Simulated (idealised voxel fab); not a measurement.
Process module, titled voxel transistor to metal
cross-section cut | 195 nm wide | cells 5 nm
This document writes a cross-section as a grid whose cells are square, and gives it as bands, listed from the top down; one or more rows of cells form a band.
Band: top and bottom heights (nm) first, top before bottom; then materials from left to right, widths in nm. "all across" marks a sole material filling the band edge to edge. "air" denotes empty space.
The reference from which all heights are counted is 0, the level beneath which the as-received wafer is entirely one material; the lowest band, having no lower bound, proceeds downward and is written after the example "0..down".
A two-number width, for instance "30..40", indicates that the width is equal to the first number in the top row of the band and to the second number in the bottom row, and that it changes by a constant amount per row of cells.
When a step is marked "no alterations made", none of the cells in the cross-section changed during that step.
What "Voids, enclosed" gives you is every empty space of 8 cells or more that is cut off from the top. Each appears as width x height at distance, with the distance taken from the left edge and width, height and distance all in nm.
The remark found on a step's line after its settings is issued by the simulator itself and pertains to that step.
The "overlay nm" setting may appear on a step's line; for a step that uses a mask, it gives how far to the right of its planned position the mask lay, and a negative value indicates the left.
What follows is a series of pairs. Each pair shows a cross-section before one process step and the cross-section after it, and the after view is drawn only down to the lowest band that changed. Beneath each pair is the step that lies between the two, with its settings. Pairs may come from different runs of this module on the same starting wafer, so a pair continues from the one above it only where its entry headed "Ex-ante state" says so.

### Ex-ante state
40..30 | air (85)  SiCN (25)  air (85)
30..25 | polySi (45)  air (10)  polySi (85)  air (10)  polySi (45)
25..0 | polySi all across
0..-5 | SiO2 (45)  polySi (10)  SiO2 (85)  polySi (10)  SiO2 (45)
-5..-10 | SiO2 (60)  Si (75)  SiO2 (60)
-10..-30 | SiO2 (55)  Si (85)  SiO2 (55)
-30..down | Si all across
Voids, enclosed: none

### Step Result
40..30 | air (85)  SiCN (25)  air (85)
30..0 | air (85)  polySi (25)  air (85)
0..-5 | SiO2 (45)  air (10)  SiO2 (85)  air (10)  SiO2 (45)
Below -5, the layers are the same as they were.
Voids, enclosed: none
The cross-sections above show the structure before and after this step: MASKED_ETCH,tone cover,mask id GATE,width nm 25,etch materials polySi,depth nm 40,overlay nm 0

Ex-ante state: we pick up right where the pair above leaves off, with its after cross-section.

### Step Result
45..40 | air (80)  SiO2 (35)  air (80)
40..30 | air (80)  SiO2 (5)  SiCN (25)  SiO2 (5)  air (80)
30..5 | air (80)  SiO2 (5)  polySi (25)  SiO2 (5)  air (80)
5..0 | SiO2 (85)  polySi (25)  SiO2 (85)
0..-5 | SiO2 all across
Below -5, the layers are the same as they were.
Voids, enclosed: none
The cross-sections above show the structure before and after this step: CONFORMAL_DEP,material SiO2,thk nm 5

Ex-ante state: we pick up right where the pair above leaves off, with its after cross-section.

### Step Result
40..30 | air (80)  SiO2 (5)  SiCN (25)  SiO2 (5)  air (80)
30..0 | air (80)  SiO2 (5)  polySi (25)  SiO2 (5)  air (80)
Below 0, the layers are the same as they were.
Voids, enclosed: none
The cross-sections above show the structure before and after this step: DIRECTIONAL_ETCH,etch materials SiO2,depth nm 5

Ex-ante state: we pick up right where the pair above leaves off, with its after cross-section.

### Step Result
50..40 | air (70)  SiN (55)  air (70)
40..30 | air (70)  SiN (10)  SiO2 (5)  SiCN (25)  SiO2 (5)  SiN (10)  air (70)
30..10 | air (70)  SiN (10)  SiO2 (5)  polySi (25)  SiO2 (5)  SiN (10)  air (70)
10..0 | SiN (80)  SiO2 (5)  polySi (25)  SiO2 (5)  SiN (80)
Below 0, the layers are the same as they were.
Voids, enclosed: none
The cross-sections above show the structure before and after this step: CONFORMAL_DEP,material SiN,thk nm 10

Ex-ante state: we pick up right where the pair above leaves off, with its after cross-section.

### Step Result
40..30 | air (70)  SiN (10)  SiO2 (5)  SiCN (25)  SiO2 (5)  SiN (10)  air (70)
30..0 | air (70)  SiN (10)  SiO2 (5)  polySi (25)  SiO2 (5)  SiN (10)  air (70)
Below 0, the layers are the same as they were.
Voids, enclosed: none
The cross-sections above show the structure before and after this step: DIRECTIONAL_ETCH,etch materials SiN,depth nm 10

Ex-ante state: we pick up right where the pair above leaves off, with its after cross-section.

### Step Result
40..35 | air (70)  SiN (10)  air (5)  SiCN (25)  air (5)  SiN (10)  air (70)
35..30 | air (70)  SiN (10)  SiO2 (5)  SiCN (25)  SiO2 (5)  SiN (10)  air (70)
30..0 | air (70)  SiN (10)  SiO2 (5)  polySi (25)  SiO2 (5)  SiN (10)  air (70)
0..-5 | air (70)  SiO2 (55)  air (70)
Below -5, the layers are the same as they were.
Voids, enclosed: none
The cross-sections above show the structure before and after this step: DIRECTIONAL_ETCH,etch materials SiO2,depth nm 5

Ex-ante state: we pick up right where the pair above leaves off, with its after cross-section.

### Step Result
40..35 | air (70)  SiN (10)  air (5)  SiCN (25)  air (5)  SiN (10)  air (70)
35..30 | air (70)  SiN (10)  SiO2 (5)  SiCN (25)  SiO2 (5)  SiN (10)  air (70)
30..0 | air (70)  SiN (10)  SiO2 (5)  polySi (25)  SiO2 (5)  SiN (10)  air (70)
0..-5 | air (70)  SiO2 (55)  air (70)
-5..-10 | SiO2 (60)  air (10)  Si (55)  air (10)  SiO2 (60)
-10..-15 | SiO2 (55)  Si (5)  air (10)  Si (55)  air (10)  Si (5)  SiO2 (55)
Below -15, the layers are the same as they were.
Voids, enclosed: none
The cross-sections above show the structure before and after this step: DIRECTIONAL_ETCH,etch materials Si,depth nm 10

Ex-ante state: we pick up right where the pair above leaves off, with its after cross-section.

### Step Result
40..35 | air (70)  SiN (10)  air (5)  SiCN (25)  air (5)  SiN (10)  air (70)
35..30 | air (70)  SiN (10)  SiO2 (5)  SiCN (25)  SiO2 (5)  SiN (10)  air (70)
30..5 | air (70)  SiN (10)  SiO2 (5)  polySi (25)  SiO2 (5)  SiN (10)  air (70)
5..0 | air (60)  SiGe (10)  SiN (10)  SiO2 (5)  polySi (25)  SiO2 (5)  SiN (10)  SiGe (10)  air (60)
0..-5 | air (55)  SiGe (15)  SiO2 (55)  SiGe (15)  air (55)
-5..-10 | SiO2 (60)  SiGe (10)  Si (55)  SiGe (10)  SiO2 (60)
-10..-15 | SiO2 (55)  Si (5)  SiGe (10)  Si (55)  SiGe (10)  Si (5)  SiO2 (55)
Below -15, the layers are the same as they were.
Voids, enclosed: none
The cross-sections above show the structure before and after this step: EPI,material SiGe,thk nm 10

Ex-ante state: we pick up right where the pair above leaves off, with its after cross-section.

### Step Result
45..40 | SiO2 all across
40..30 | SiO2 (70)  SiN (10)  SiO2 (5)  SiCN (25)  SiO2 (5)  SiN (10)  SiO2 (70)
30..5 | SiO2 (70)  SiN (10)  SiO2 (5)  polySi (25)  SiO2 (5)  SiN (10)  SiO2 (70)
5..0 | SiO2 (60)  SiGe (10)  SiN (10)  SiO2 (5)  polySi (25)  SiO2 (5)  SiN (10)  SiGe (10)  SiO2 (60)
0..-5 | SiO2 (55)  SiGe (15)  SiO2 (55)  SiGe (15)  SiO2 (55)
Below -5, the layers are the same as they were.
Voids, enclosed: none
The cross-sections above show the structure before and after this step: FILL_DEP,material SiO2,thk nm 5

Ex-ante state: we pick up right where the pair above leaves off, with its after cross-section.

### Step Result
40..30 | SiO2 (70)  SiN (10)  SiO2 (5)  SiCN (25)  SiO2 (5)  SiN (10)  SiO2 (70)
Below 30, the layers are the same as they were.
Voids, enclosed: none
The cross-sections above show the structure before and after this step: CMP,height nm 40

Ex-ante state: we pick up right where the pair above leaves off, with its after cross-section.

### Step Result
55..40 | SiO2 all across
Below 40, the layers are the same as they were.
Voids, enclosed: none
The cross-sections above show the structure before and after this step: DIRECTIONAL_DEP,material SiO2,thk nm 15

Ex-ante state: we pick up right where the pair above leaves off, with its after cross-section.

### Step Result
65..55 | aC all across
Below 55, the layers are the same as they were.
Voids, enclosed: none
The cross-sections above show the structure before and after this step: DIRECTIONAL_DEP,material aC,thk nm 10

Ex-ante state: we pick up right where the pair above leaves off, with its after cross-section.

### Step Result
90..65 | resist (55)  air (15)  resist (55)  air (15)  resist (55)
Below 65, the layers are the same as they were.
Voids, enclosed: none
The cross-sections above show the structure before and after this step: PATTERN,tone open,mask id CONTACT,material resist,width nm 15,pitch nm 70,thk nm 25,overlay nm 0

Ex-ante state: we pick up right where the pair above leaves off, with its after cross-section.

### Step Result
80..65 | resist (55)  air (15)  resist (55)  air (15)  resist (55)
65..55 | aC (55)  air (15)  aC (55)  air (15)  aC (55)
Below 55, the layers are the same as they were.
Voids, enclosed: none
The cross-sections above show the structure before and after this step: DIRECTIONAL_ETCH,etch materials aC,depth nm 10

Ex-ante state: we pick up right where the pair above leaves off, with its after cross-section.

### Step Result
65..55 | aC (55)  air (15)  aC (55)  air (15)  aC (55)
Below 55, the layers are the same as they were.
Voids, enclosed: none
The cross-sections above show the structure before and after this step: STRIP,etch materials resist

Ex-ante state: we pick up right where the pair above leaves off, with its after cross-section.

### Step Result
65..55 | aC (55)  air (15)  aC (55)  air (15)  aC (55)
55..40 | SiO2 (55)  air (15)  SiO2 (55)  air (15)  SiO2 (55)
40..30 | SiO2 (55)  air (15)  SiN (10)  SiO2 (5)  SiCN (25)  SiO2 (5)  SiN (10)  air (15)  SiO2 (55)
30..5 | SiO2 (55)  air (15)  SiN (10)  SiO2 (5)  polySi (25)  SiO2 (5)  SiN (10)  air (15)  SiO2 (55)
5..0 | SiO2 (55)  air (5)  SiGe (10)  SiN (10)  SiO2 (5)  polySi (25)  SiO2 (5)  SiN (10)  SiGe (10)  air (5)  SiO2 (55)
Below 0, the layers are the same as they were.
Voids, enclosed: none
The cross-sections above show the structure before and after this step: DIRECTIONAL_ETCH,etch materials SiO2,depth nm 60

Ex-ante state: we pick up right where the pair above leaves off, with its after cross-section.

### Step Result
55..40 | SiO2 (55)  air (15)  SiO2 (55)  air (15)  SiO2 (55)
Below 40, the layers are the same as they were.
Voids, enclosed: none
The cross-sections above show the structure before and after this step: STRIP,etch materials aC

Ex-ante state: we pick up right where the pair above leaves off, with its after cross-section.

### Step Result
60..55 | TiN (60)  air (5)  TiN (65)  air (5)  TiN (60)
55..40 | SiO2 (55)  TiN (5)  air (5)  TiN (5)  SiO2 (55)  TiN (5)  air (5)  TiN (5)  SiO2 (55)
40..30 | SiO2 (55)  TiN (5)  air (5)  TiN (5)  SiN (10)  SiO2 (5)  SiCN (25)  SiO2 (5)  SiN (10)  TiN (5)  air (5)  TiN (5)  SiO2 (55)
30..10 | SiO2 (55)  TiN (5)  air (5)  TiN (5)  SiN (10)  SiO2 (5)  polySi (25)  SiO2 (5)  SiN (10)  TiN (5)  air (5)  TiN (5)  SiO2 (55)
10..5 | SiO2 (55)  TiN (15)  SiN (10)  SiO2 (5)  polySi (25)  SiO2 (5)  SiN (10)  TiN (15)  SiO2 (55)
5..0 | SiO2 (55)  TiN (5)  SiGe (10)  SiN (10)  SiO2 (5)  polySi (25)  SiO2 (5)  SiN (10)  SiGe (10)  TiN (5)  SiO2 (55)
Below 0, the layers are the same as they were.
Voids, enclosed: none
The cross-sections above show the structure before and after this step: CONFORMAL_DEP,material TiN,thk nm 5

Ex-ante state: we pick up right where the pair above leaves off, with its after cross-section.

### Step Result
65..60 | Ru all across
60..55 | TiN (60)  Ru (5)  TiN (65)  Ru (5)  TiN (60)
55..40 | SiO2 (55)  TiN (5)  Ru (5)  TiN (5)  SiO2 (55)  TiN (5)  Ru (5)  TiN (5)  SiO2 (55)
40..30 | SiO2 (55)  TiN (5)  Ru (5)  TiN (5)  SiN (10)  SiO2 (5)  SiCN (25)  SiO2 (5)  SiN (10)  TiN (5)  Ru (5)  TiN (5)  SiO2 (55)
30..10 | SiO2 (55)  TiN (5)  Ru (5)  TiN (5)  SiN (10)  SiO2 (5)  polySi (25)  SiO2 (5)  SiN (10)  TiN (5)  Ru (5)  TiN (5)  SiO2 (55)
Below 10, the layers are the same as they were.
Voids, enclosed: none
The cross-sections above show the structure before and after this step: FILL_DEP,material Ru,thk nm 5

Ex-ante state: we pick up right where the pair above leaves off, with its after cross-section.

### Step Result
55..40 | SiO2 (55)  TiN (5)  Ru (5)  TiN (5)  SiO2 (55)  TiN (5)  Ru (5)  TiN (5)  SiO2 (55)
Below 40, the layers are the same as they were.
Voids, enclosed: none
The cross-sections above show the structure before and after this step: CMP,height nm 55

Ex-ante state: we pick up right where the pair above leaves off, with its after cross-section.

### Step Result
60..55 | SiN all across
Below 55, the layers are the same as they were.
Voids, enclosed: none
The cross-sections above show the structure before and after this step: CONFORMAL_DEP,material SiN,thk nm 5

Ex-ante state: we pick up right where the pair above leaves off, with its after cross-section.

### Step Result
80..60 | lowk all across
Below 60, the layers are the same as they were.
Voids, enclosed: none
The cross-sections above show the structure before and after this step: DIRECTIONAL_DEP,material lowk,thk nm 20

Ex-ante state: we pick up right where the pair above leaves off, with its after cross-section.

### Step Result
100..80 | resist (55)  air (15)  resist (55)  air (15)  resist (55)
Below 80, the layers are the same as they were.
Voids, enclosed: none
The cross-sections above show the structure before and after this step: PATTERN,tone open,mask id METAL_1,material resist,width nm 15,pitch nm 70,thk nm 20,overlay nm 0

Ex-ante state: we pick up right where the pair above leaves off, with its after cross-section.

### Step Result
100..80 | resist (55)  air (15)  resist (55)  air (15)  resist (55)
80..60 | lowk (55)  air (15)  lowk (55)  air (15)  lowk (55)
Below 60, the layers are the same as they were.
Voids, enclosed: none
The cross-sections above show the structure before and after this step: DIRECTIONAL_ETCH,etch materials lowk,depth nm 20

Ex-ante state: we pick up right where the pair above leaves off, with its after cross-section.

### Step Result
100..80 | resist (55)  air (15)  resist (55)  air (15)  resist (55)
80..60 | lowk (55)  air (15)  lowk (55)  air (15)  lowk (55)
60..55 | SiN (55)  air (15)  SiN (55)  air (15)  SiN (55)
Below 55, the layers are the same as they were.
Voids, enclosed: none
The cross-sections above show the structure before and after this step: DIRECTIONAL_ETCH,etch materials SiN,depth nm 5

Ex-ante state: we pick up right where the pair above leaves off, with its after cross-section.

### Step Result
80..60 | lowk (55)  air (15)  lowk (55)  air (15)  lowk (55)
Below 60, the layers are the same as they were.
Voids, enclosed: none
The cross-sections above show the structure before and after this step: STRIP,etch materials resist

Ex-ante state: we pick up right where the pair above leaves off, with its after cross-section.

### Step Result
85..80 | TiN (60)  air (5)  TiN (65)  air (5)  TiN (60)
80..60 | lowk (55)  TiN (5)  air (5)  TiN (5)  lowk (55)  TiN (5)  air (5)  TiN (5)  lowk (55)
60..55 | SiN (55)  TiN (15)  SiN (55)  TiN (15)  SiN (55)
Below 55, the layers are the same as they were.
Voids, enclosed: none
The cross-sections above show the structure before and after this step: CONFORMAL_DEP,material TiN,thk nm 5

Ex-ante state: we pick up right where the pair above leaves off, with its after cross-section.

### Step Result
95..85 | W all across
85..80 | TiN (60)  W (5)  TiN (65)  W (5)  TiN (60)
80..60 | lowk (55)  TiN (5)  W (5)  TiN (5)  lowk (55)  TiN (5)  W (5)  TiN (5)  lowk (55)
Below 60, the layers are the same as they were.
Voids, enclosed: none
The cross-sections above show the structure before and after this step: FILL_DEP,material W,thk nm 10

Ex-ante state: we pick up right where the pair above leaves off, with its after cross-section.

### Step Result
80..60 | lowk (55)  TiN (5)  W (5)  TiN (5)  lowk (55)  TiN (5)  W (5)  TiN (5)  lowk (55)
Below 60, the layers are the same as they were.
Voids, enclosed: none
The cross-sections above show the structure before and after this step: CMP,height nm 80

Ex-ante state: we pick up right where the pair above leaves off, with its after cross-section.

### Step Result
85..80 | SiCN all across
Below 80, the layers are the same as they were.
Voids, enclosed: none
The cross-sections above show the structure before and after this step: CONFORMAL_DEP,material SiCN,thk nm 5

Ex-ante state: we pick up right where the pair above leaves off, with its after cross-section.

### Step Result
120..85 | lowk all across
Below 85, the layers are the same as they were.
Voids, enclosed: none
The cross-sections above show the structure before and after this step: DIRECTIONAL_DEP,material lowk,thk nm 35

Ex-ante state: we pick up right where the pair above leaves off, with its after cross-section.

### Step Result
135..120 | resist (55)  air (15)  resist (55)  air (15)  resist (55)
Below 120, the layers are the same as they were.
Voids, enclosed: none
The cross-sections above show the structure before and after this step: PATTERN,tone open,mask id METAL_2,material resist,width nm 15,pitch nm 70,thk nm 15,overlay nm 0

Ex-ante state: we pick up right where the pair above leaves off, with its after cross-section.

### Step Result
135..120 | resist (55)  air (15)  resist (55)  air (15)  resist (55)
120..100 | lowk (55)  air (15)  lowk (55)  air (15)  lowk (55)
Below 100, the layers are the same as they were.
Voids, enclosed: none
The cross-sections above show the structure before and after this step: DIRECTIONAL_ETCH,etch materials lowk,depth nm 20

Ex-ante state: we pick up right where the pair above leaves off, with its after cross-section.

### Step Result
120..100 | lowk (55)  air (15)  lowk (55)  air (15)  lowk (55)
Below 100, the layers are the same as they were.
Voids, enclosed: none
The cross-sections above show the structure before and after this step: STRIP,etch materials resist

Ex-ante state: we pick up right where the pair above leaves off, with its after cross-section.

### Step Result
140..120 | resist (55)  air (15)  resist (55)  air (15)  resist (55)
Below 120, the layers are the same as they were.
Voids, enclosed: none
The cross-sections above show the structure before and after this step: PATTERN,tone open,mask id METAL_2_HOLES,material resist,width nm 15,pitch nm 70,thk nm 20,overlay nm 0

Ex-ante state: we pick up right where the pair above leaves off, with its after cross-section.

### Step Result
140..120 | resist (55)  air (15)  resist (55)  air (15)  resist (55)
120..85 | lowk (55)  air (15)  lowk (55)  air (15)  lowk (55)
Below 85, the layers are the same as they were.
Voids, enclosed: none
The cross-sections above show the structure before and after this step: DIRECTIONAL_ETCH,etch materials lowk,depth nm 15

Ex-ante state: we pick up right where the pair above leaves off, with its after cross-section.

### Step Result
140..120 | resist (55)  air (15)  resist (55)  air (15)  resist (55)
120..85 | lowk (55)  air (15)  lowk (55)  air (15)  lowk (55)
85..80 | SiCN (55)  air (15)  SiCN (55)  air (15)  SiCN (55)
Below 80, the layers are the same as they were.
Voids, enclosed: none
The cross-sections above show the structure before and after this step: DIRECTIONAL_ETCH,etch materials SiCN,depth nm 5

Ex-ante state: we pick up right where the pair above leaves off, with its after cross-section.

### Step Result
120..85 | lowk (55)  air (15)  lowk (55)  air (15)  lowk (55)
Below 85, the layers are the same as they were.
Voids, enclosed: none
The cross-sections above show the structure before and after this step: STRIP,etch materials resist

Ex-ante state: we pick up right where the pair above leaves off, with its after cross-section.

### Step Result
125..120 | TiN (60)  air (5)  TiN (65)  air (5)  TiN (60)
120..85 | lowk (55)  TiN (5)  air (5)  TiN (5)  lowk (55)  TiN (5)  air (5)  TiN (5)  lowk (55)
85..80 | SiCN (55)  TiN (15)  SiCN (55)  TiN (15)  SiCN (55)
Below 80, the layers are the same as they were.
Voids, enclosed: none
The cross-sections above show the structure before and after this step: CONFORMAL_DEP,material TiN,thk nm 5

Ex-ante state: we pick up right where the pair above leaves off, with its after cross-section.

### Step Result
130..125 | Cu all across
125..120 | TiN (60)  Cu (5)  TiN (65)  Cu (5)  TiN (60)
120..85 | lowk (55)  TiN (5)  Cu (5)  TiN (5)  lowk (55)  TiN (5)  Cu (5)  TiN (5)  lowk (55)
Below 85, the layers are the same as they were.
Voids, enclosed: none
The cross-sections above show the structure before and after this step: FILL_DEP,material Cu,thk nm 5

Ex-ante state: we pick up right where the pair above leaves off, with its after cross-section.

### Step Result
120..85 | lowk (55)  TiN (5)  Cu (5)  TiN (5)  lowk (55)  TiN (5)  Cu (5)  TiN (5)  lowk (55)
Below 85, the layers are the same as they were.
Voids, enclosed: none
The cross-sections above show the structure before and after this step: CMP,height nm 120

Ex-ante state: we pick up right where the pair above leaves off, with its after cross-section.

### Step Result
125..120 | SiCN all across
Below 120, the layers are the same as they were.
Voids, enclosed: none
The cross-sections above show the structure before and after this step: CONFORMAL_DEP,material SiCN,thk nm 5

### Ex-ante state
120..85 | lowk all across
85..80 | SiCN all across
80..60 | lowk (55)  TiN (5)  W (5)  TiN (5)  lowk (55)  TiN (5)  W (5)  TiN (5)  lowk (55)
60..55 | SiN (55)  TiN (15)  SiN (55)  TiN (15)  SiN (55)
55..40 | SiO2 (55)  TiN (5)  Ru (5)  TiN (5)  SiO2 (55)  TiN (5)  Ru (5)  TiN (5)  SiO2 (55)
40..30 | SiO2 (55)  TiN (5)  Ru (5)  TiN (5)  SiN (10)  SiO2 (5)  SiCN (25)  SiO2 (5)  SiN (10)  TiN (5)  Ru (5)  TiN (5)  SiO2 (55)
30..10 | SiO2 (55)  TiN (5)  Ru (5)  TiN (5)  SiN (10)  SiO2 (5)  polySi (25)  SiO2 (5)  SiN (10)  TiN (5)  Ru (5)  TiN (5)  SiO2 (55)
10..5 | SiO2 (55)  TiN (15)  SiN (10)  SiO2 (5)  polySi (25)  SiO2 (5)  SiN (10)  TiN (15)  SiO2 (55)
5..0 | SiO2 (55)  TiN (5)  SiGe (10)  SiN (10)  SiO2 (5)  polySi (25)  SiO2 (5)  SiN (10)  SiGe (10)  TiN (5)  SiO2 (55)
0..-5 | SiO2 (55)  TiN (5)  SiGe (10)  SiO2 (55)  SiGe (10)  TiN (5)  SiO2 (55)
-5..-15 | SiO2 (55)  SiGe (15)  Si (55)  SiGe (15)  SiO2 (55)
-15..-30 | SiO2 (55)  Si (85)  SiO2 (55)
-30..down | Si all across
Voids, enclosed: none

### Step Result
155..85 | lowk all across
Below 85, the layers are the same as they were.
Voids, enclosed: none
The cross-sections above show the structure before and after this step: DIRECTIONAL_DEP,material lowk,thk nm 35

Ex-ante state: we pick up right where the pair above leaves off, with its after cross-section.

### Step Result
170..155 | resist (55)  air (15)  resist (55)  air (15)  resist (55)
Below 155, the layers are the same as they were.
Voids, enclosed: none
The cross-sections above show the structure before and after this step: PATTERN,tone open,mask id METAL_2,material resist,width nm 15,pitch nm 70,thk nm 15,overlay nm 0

Ex-ante state: we pick up right where the pair above leaves off, with its after cross-section.

### Step Result
170..155 | resist (55)  air (15)  resist (55)  air (15)  resist (55)
155..135 | lowk (55)  air (15)  lowk (55)  air (15)  lowk (55)
Below 135, the layers are the same as they were.
Voids, enclosed: none
The cross-sections above show the structure before and after this step: DIRECTIONAL_ETCH,etch materials lowk,depth nm 20

Ex-ante state: we pick up right where the pair above leaves off, with its after cross-section.

### Step Result
155..135 | lowk (55)  air (15)  lowk (55)  air (15)  lowk (55)
Below 135, the layers are the same as they were.
Voids, enclosed: none
The cross-sections above show the structure before and after this step: STRIP,etch materials resist

Ex-ante state: we pick up right where the pair above leaves off, with its after cross-section.

### Step Result
175..155 | resist (55)  air (15)  resist (55)  air (15)  resist (55)
Below 155, the layers are the same as they were.
Voids, enclosed: none
The cross-sections above show the structure before and after this step: PATTERN,tone open,mask id METAL_2_HOLES,material resist,width nm 15,pitch nm 70,thk nm 20,overlay nm 0

Ex-ante state: we pick up right where the pair above leaves off, with its after cross-section.

### Step Result
175..155 | resist (55)  air (15)  resist (55)  air (15)  resist (55)
155..120 | lowk (55)  air (15)  lowk (55)  air (15)  lowk (55)
Below 120, the layers are the same as they were.
Voids, enclosed: none
The cross-sections above show the structure before and after this step: DIRECTIONAL_ETCH,etch materials lowk,depth nm 15

Ex-ante state: we pick up right where the pair above leaves off, with its after cross-section.

### Step Result
155..120 | lowk (55)  air (15)  lowk (55)  air (15)  lowk (55)
Below 120, the layers are the same as they were.
Voids, enclosed: none
The cross-sections above show the structure before and after this step: STRIP,etch materials resist

Ex-ante state: we pick up right where the pair above leaves off, with its after cross-section.

### Step Result
160..155 | TiN (60)  air (5)  TiN (65)  air (5)  TiN (60)
155..125 | lowk (55)  TiN (5)  air (5)  TiN (5)  lowk (55)  TiN (5)  air (5)  TiN (5)  lowk (55)
125..120 | lowk (55)  TiN (15)  lowk (55)  TiN (15)  lowk (55)
Below 120, the layers are the same as they were.
Voids, enclosed: none
The cross-sections above show the structure before and after this step: CONFORMAL_DEP,material TiN,thk nm 5

Ex-ante state: we pick up right where the pair above leaves off, with its after cross-section.

### Step Result
165..160 | Cu all across
160..155 | TiN (60)  Cu (5)  TiN (65)  Cu (5)  TiN (60)
155..125 | lowk (55)  TiN (5)  Cu (5)  TiN (5)  lowk (55)  TiN (5)  Cu (5)  TiN (5)  lowk (55)
Below 125, the layers are the same as they were.
Voids, enclosed: none
The cross-sections above show the structure before and after this step: FILL_DEP,material Cu,thk nm 5

Ex-ante state: we pick up right where the pair above leaves off, with its after cross-section.

### Step Result
120..85 | lowk all across
Below 85, the layers are the same as they were.
Voids, enclosed: none
The cross-sections above show the structure before and after this step: CMP,height nm 120

Ex-ante state: we pick up right where the pair above leaves off, with its after cross-section.

### Step Result
125..120 | SiCN all across
Below 120, the layers are the same as they were.
Voids, enclosed: none
The cross-sections above show the structure before and after this step: CONFORMAL_DEP,material SiCN,thk nm 5

### Ex-ante state
20..5 | SiO2 (50)  SiN (95)  SiO2 (50)
5..0 | SiO2 all across
0..-30 | SiO2 (55)  Si (85)  SiO2 (55)
-30..down | Si all across
Voids, enclosed: none

### Step Result
20..5 | SiO2 (50)  air (95)  SiO2 (50)
Below 5, the layers are the same as they were.
Voids, enclosed: none
The cross-sections above show the structure before and after this step: STRIP,etch materials SiN

Ex-ante state: we pick up right where the pair above leaves off, with its after cross-section.

### Step Result
5..0 | SiO2 (35)  air (125)  SiO2 (35)
0..-10 | SiO2 (35)  air (20)  Si (85)  air (20)  SiO2 (35)
Below -10, the layers are the same as they were.
Voids, enclosed: none
The cross-sections above show the structure before and after this step: SELECTIVE_ETCH,etch materials SiO2,depth nm 15

Ex-ante state: we pick up right where the pair above leaves off, with its after cross-section.

### Step Result
0..-15 | SiO2 (30)  air (25)  Si (85)  air (25)  SiO2 (30)
Below -15, the layers are the same as they were.
Voids, enclosed: none
The cross-sections above show the structure before and after this step: SELECTIVE_ETCH,etch materials SiO2,depth nm 5

Ex-ante state: we pick up right where the pair above leaves off, with its after cross-section.

### Step Result
0..-5 | SiO2 (30)  air (25)  SiO2 (85)  air (25)  SiO2 (30)
-5..-15 | SiO2 (30)  air (25)  SiO2 (5)  Si (75)  SiO2 (5)  air (25)  SiO2 (30)
-15..-20 | SiO2 (60)  Si (75)  SiO2 (60)
Below -20, the layers are the same as they were.
Voids, enclosed: none
The cross-sections above show the structure before and after this step: OXIDIZE,depth nm 5

Ex-ante state: we pick up right where the pair above leaves off, with its after cross-section.

### Step Result
30..15 | polySi (30)  air (25)  polySi (85)  air (25)  polySi (30)
15..0 | polySi all across
0..-5 | SiO2 (30)  polySi (25)  SiO2 (85)  polySi (25)  SiO2 (30)
-5..-15 | SiO2 (30)  polySi (25)  SiO2 (5)  Si (75)  SiO2 (5)  polySi (25)  SiO2 (30)
Below -15, the layers are the same as they were.
Voids, enclosed: none
The cross-sections above show the structure before and after this step: DIRECTIONAL_DEP,material polySi,thk nm 30

Ex-ante state: we pick up right where the pair above leaves off, with its after cross-section.

### Step Result
40..30 | SiCN (30)  air (25)  SiCN (85)  air (25)  SiCN (30)
30..25 | polySi (30)  air (25)  polySi (85)  air (25)  polySi (30)
25..15 | polySi (30)  SiCN (25)  polySi (85)  SiCN (25)  polySi (30)
Below 15, the layers are the same as they were.
Voids, enclosed: none
The cross-sections above show the structure before and after this step: DIRECTIONAL_DEP,material SiCN,thk nm 10

Ex-ante state: we pick up right where the pair above leaves off, with its after cross-section.

### Step Result
40..30 | air (85)  SiCN (25)  air (85)
30..15 | polySi (30)  air (25)  polySi (85)  air (25)  polySi (30)
Below 15, the layers are the same as they were.
Voids, enclosed: none
The cross-sections above show the structure before and after this step: MASKED_ETCH,tone cover,mask id GATE,width nm 25,etch materials SiCN,depth nm 20,overlay nm 0

Ex-ante state: we pick up right where the pair above leaves off, with its after cross-section.

### Step Result
40..30 | air (85)  SiCN (25)  air (85)
30..0 | air (85)  polySi (25)  air (85)
0..-5 | SiO2 (30)  air (25)  SiO2 (85)  air (25)  SiO2 (30)
-5..-15 | SiO2 (30)  air (25)  SiO2 (5)  Si (75)  SiO2 (5)  air (25)  SiO2 (30)
Below -15, the layers are the same as they were.
Voids, enclosed: none
The cross-sections above show the structure before and after this step: MASKED_ETCH,tone cover,mask id GATE,width nm 25,etch materials polySi,depth nm 40,overlay nm 0

Ex-ante state: we pick up right where the pair above leaves off, with its after cross-section.

### Step Result
45..40 | air (80)  SiO2 (35)  air (80)
40..30 | air (80)  SiO2 (5)  SiCN (25)  SiO2 (5)  air (80)
30..5 | air (80)  SiO2 (5)  polySi (25)  SiO2 (5)  air (80)
5..0 | SiO2 (35)  air (15)  SiO2 (35)  polySi (25)  SiO2 (35)  air (15)  SiO2 (35)
0..-5 | SiO2 (35)  air (15)  SiO2 (95)  air (15)  SiO2 (35)
-5..-10 | SiO2 (35)  air (15)  SiO2 (10)  Si (75)  SiO2 (10)  air (15)  SiO2 (35)
-10..-20 | SiO2 (60)  Si (75)  SiO2 (60)
Below -20, the layers are the same as they were.
Voids, enclosed: none
The cross-sections above show the structure before and after this step: CONFORMAL_DEP,material SiO2,thk nm 5

Ex-ante state: we pick up right where the pair above leaves off, with its after cross-section.

### Step Result
40..30 | air (80)  SiO2 (5)  SiCN (25)  SiO2 (5)  air (80)
30..0 | air (80)  SiO2 (5)  polySi (25)  SiO2 (5)  air (80)
0..-5 | SiO2 (35)  air (15)  SiO2 (95)  air (15)  SiO2 (35)
-5..-15 | SiO2 (35)  air (15)  SiO2 (10)  Si (75)  SiO2 (10)  air (15)  SiO2 (35)
Below -15, the layers are the same as they were.
Voids, enclosed: none
The cross-sections above show the structure before and after this step: DIRECTIONAL_ETCH,etch materials SiO2,depth nm 5

Ex-ante state: we pick up right where the pair above leaves off, with its after cross-section.

### Step Result
50..40 | air (70)  SiN (55)  air (70)
40..30 | air (70)  SiN (10)  SiO2 (5)  SiCN (25)  SiO2 (5)  SiN (10)  air (70)
30..10 | air (70)  SiN (10)  SiO2 (5)  polySi (25)  SiO2 (5)  SiN (10)  air (70)
10..0 | SiN (80)  SiO2 (5)  polySi (25)  SiO2 (5)  SiN (80)
0..-5 | SiO2 (35)  SiN (15)  SiO2 (95)  SiN (15)  SiO2 (35)
-5..-15 | SiO2 (35)  SiN (15)  SiO2 (10)  Si (75)  SiO2 (10)  SiN (15)  SiO2 (35)
Below -15, the layers are the same as they were.
Voids, enclosed: none
The cross-sections above show the structure before and after this step: CONFORMAL_DEP,material SiN,thk nm 10
